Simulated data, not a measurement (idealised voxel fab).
process module | voxel capacitor over wiring
cross-section cut | 210 nm wide | cells 5 nm
A cross-section is a grid of square cells, given in bands from the top down. A band is one or more rows of cells.
Each band's line starts with the height of the band's top and of its bottom, in nm. Then come its materials from left to right, each with its width in nm. One material with "throughout" fills the band from edge to edge. "air" is empty space.
Height 0 is the level under which the wafer as received is all one material. The lowest band goes on downwards, as in "0 down".
A width such as "30 to 40" changes by the same amount from each row of cells to the next, from the band's top row to its bottom row.
"no change" after a step means that no cell of the cross-section changed.
closed voids: empty space of 8 cells or more with no open way to the top, each as width x height at its distance from the left edge, in nm
after a step's settings: what the simulator itself notes on the step
overlay nm, on a step with a mask: how far to the right of its planned place the mask lay; to the left if negative
plan
1 op RECEIVE | material Si
2 op CONFORMAL_DEP | material SiO2 | thk nm 15
3 op CONFORMAL_DEP | material SiCN | thk nm 5
4 op DIRECTIONAL_DEP | material SiO2 | thk nm 25
5 op MASKED_ETCH | tone open | mask id METAL_1 | width nm 25 | pitch nm 75 | etch materials SiO2 | depth nm 25 | overlay nm 0
6 op MASKED_ETCH | tone open | mask id METAL_1 | width nm 25 | pitch nm 75 | etch materials SiCN | depth nm 5 | overlay nm 0
7 op CONFORMAL_DEP | material TiN | thk nm 5
8 op FILL_DEP | material W | thk nm 10
9 op CMP | height nm 45
10 op EPI | material Ru | thk nm 5
11 op FILL_DEP | material SiCN | thk nm 5
12 op DIRECTIONAL_DEP | material SiO2 | thk nm 10
13 op MASKED_ETCH | tone open | mask id PLUG_1 | width nm 15 | etch materials SiO2 | depth nm 10 | overlay nm 0
14 op MASKED_ETCH | tone open | mask id PLUG_1 | width nm 15 | etch materials SiCN | depth nm 5 | overlay nm 0
15 op CONFORMAL_DEP | material TiN | thk nm 5
16 op FILL_DEP | material W | thk nm 5
17 op CMP | height nm 65
18 op DIRECTIONAL_DEP | material TiN | thk nm 10
19 op DIRECTIONAL_DEP | material Al2O3 | thk nm 5
20 op DIRECTIONAL_DEP | material TiN | thk nm 10
21 op PATTERN | tone cover | mask id UPPER_PLATE | material resist | width nm 55 | thk nm 20 | overlay nm 0
22 op DIRECTIONAL_ETCH | etch materials TiN | depth nm 10
23 op DIRECTIONAL_ETCH | etch materials Al2O3 | depth nm 5
24 op STRIP | etch materials resist
25 op PATTERN | tone cover | mask id LOWER_PLATE | material resist | width nm 65 | thk nm 15 | overlay nm 0
26 op DIRECTIONAL_ETCH | etch materials TiN | depth nm 10
27 op STRIP | etch materials resist
28 op FILL_DEP | material SiO2 | thk nm 20
29 op CMP | height nm 105
30 op PATTERN | tone open | mask id PLUG_2 | material resist | width nm 15 | thk nm 20 | overlay nm 0
31 op DIRECTIONAL_ETCH | etch materials SiO2 | depth nm 15
32 op STRIP | etch materials resist
33 op CONFORMAL_DEP | material TiN | thk nm 5
34 op FILL_DEP | material Ru | thk nm 5
35 op CMP | height nm 105
36 op CONFORMAL_DEP | material SiCN | thk nm 5
as received, after step 1
  0 down: Si throughout
  closed voids: none
first wafer at the end, as planned
  110 to 105: SiCN throughout
  105 to 95: SiO2 75 | TiN 5 | Ru 5 | TiN 5 | SiO2 120
  95 to 90: SiO2 75 | TiN 15 | SiO2 120
  90 to 80: SiO2 65 | TiN 55 | SiO2 90
  80 to 75: SiO2 65 | Al2O3 55 | SiO2 90
  75 to 65: SiO2 60 | TiN 65 | SiO2 85
  65 to 55: SiO2 65 | TiN 5 | W 5 | TiN 5 | SiO2 130
  55 to 50: SiCN 65 | TiN 15 | SiCN 130
  50 to 45: SiCN 50 | Ru 35 | SiCN 40 | Ru 35 | SiCN 50
  45 to 20: SiO2 55 | TiN 5 | W 15 | TiN 5 | SiO2 50 | TiN 5 | W 15 | TiN 5 | SiO2 55
  20 to 15: SiCN 55 | TiN 25 | SiCN 50 | TiN 25 | SiCN 55
  15 to 0: SiO2 throughout
  0 down: Si throughout
  closed voids: none
second wafer at the end: like start, like plan, one mistake
  110 to 105: SiCN throughout
  105 to 95: SiO2 75 | TiN 5 | Ru 5 | TiN 5 | SiO2 120
  95 to 90: SiO2 75 | TiN 15 | SiO2 120
  90 to 80: SiO2 65 | TiN 55 | SiO2 90
  80 to 75: SiO2 65 | Al2O3 55 | SiO2 90
  75 to 65: SiO2 60 | TiN 65 | SiO2 85
  65 to 55: SiO2 65 | TiN 5 | W 5 | TiN 5 | SiO2 130
  55 to 50: SiCN 65 | TiN 15 | SiCN 130
  50 to 45: SiCN 50 | Ru 35 | SiCN 40 | Ru 35 | SiCN 50
  45 to 35: SiO2 55 | TiN 5 | W 15 | TiN 5 | SiO2 50 | TiN 5 | W 15 | TiN 5 | SiO2 55
  35 to 30: SiCN 55 | TiN 25 | SiCN 50 | TiN 25 | SiCN 55
  30 to 0: SiO2 throughout
  0 down: Si throughout
  closed voids: none
what went wrong: step 2 was run twice
at the end the second wafer has, in cells: 30 more of SiO2 | 12 fewer of TiN | 18 fewer of W
